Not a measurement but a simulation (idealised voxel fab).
process module | voxel self aligned vias
cross-section cut | 280 nm wide | cells 5 nm
A cross-section is a grid of square cells, given in bands from the top down. A band is one or more rows of cells.
Each band's line starts with the height of the band's top and of its bottom, in nm. Then come its materials from left to right, each with its width in nm. One material with "throughout" fills the band from edge to edge. "air" is empty space.
Height 0 is the level under which the wafer as received is all one material. The lowest band goes on downwards, as in "0 down".
A width such as "30 to 40" changes by the same amount from each row of cells to the next, from the band's top row to its bottom row.
"no change" after a step means that no cell of the cross-section changed.
closed voids: empty space of 8 cells or more with no open way to the top, each as width x height at its distance from the left edge, in nm
after a step's settings: what the simulator itself notes on the step
overlay nm, on a step with a mask: how far to the right of its planned place the mask lay; to the left if negative
plan
1 op RECEIVE | material Si
2 op CONFORMAL_DEP | material SiO2 | thk nm 15
3 op CONFORMAL_DEP | material SiCN | thk nm 5
4 op DIRECTIONAL_DEP | material lowk | thk nm 30
5 op MASKED_ETCH | tone open | mask id LINES | width nm 25 | pitch nm 65 | etch materials lowk | depth nm 30 | overlay nm 0
6 op CONFORMAL_DEP | material TiN | thk nm 5
7 op FILL_DEP | material Ru | thk nm 5
8 op CMP | height nm 50
9 op SELECTIVE_ETCH | etch materials W Ru TiN | depth nm 10
10 op FILL_DEP | material SiN | thk nm 5
11 op CMP | height nm 50
12 op DIRECTIONAL_DEP | material lowk | thk nm 20
13 op PATTERN | tone open | mask id VIAS | material resist | width nm 45 | pitch nm 130 | thk nm 15 | overlay nm 0
14 op DIRECTIONAL_ETCH | etch materials lowk | depth nm 20
15 op DIRECTIONAL_ETCH | etch materials SiN | depth nm 10
16 op STRIP | etch materials resist
17 op CONFORMAL_DEP | material TiN | thk nm 5
18 op FILL_DEP | material Ru | thk nm 5
19 op CMP | height nm 70
20 op CONFORMAL_DEP | material SiN | thk nm 5
as received, after step 1
  0 down: Si throughout
  closed voids: none
a wafer at the end: this start, this plan, one mistake
  75 to 70: SiN throughout
  70 to 50: lowk 50 | TiN 5 | Ru 35 | TiN 5 | lowk 85 | TiN 5 | Ru 35 | TiN 5 | lowk 55
  50 to 45: lowk 50 | TiN 5 | Ru 35 | TiN 5 | lowk 30 | SiN 25 | lowk 30 | TiN 5 | Ru 35 | TiN 5 | lowk 55
  45 to 40: lowk 50 | TiN 45 | lowk 30 | SiN 25 | lowk 30 | TiN 45 | lowk 55
  40 to 30: lowk 50 | TiN 15 | Ru 15 | TiN 15 | lowk 30 | TiN 5 | Ru 15 | TiN 5 | lowk 30 | TiN 15 | Ru 15 | TiN 15 | lowk 55
  30 to 25: lowk 60 | TiN 5 | Ru 15 | TiN 5 | lowk 40 | TiN 5 | Ru 15 | TiN 5 | lowk 40 | TiN 5 | Ru 15 | TiN 5 | lowk 65
  25 to 20: lowk 60 | TiN 25 | lowk 40 | TiN 25 | lowk 40 | TiN 25 | lowk 65
  20 to 15: SiCN throughout
  15 to 0: SiO2 throughout
  0 down: Si throughout
  closed voids: none
what went wrong: step 14 was run twice
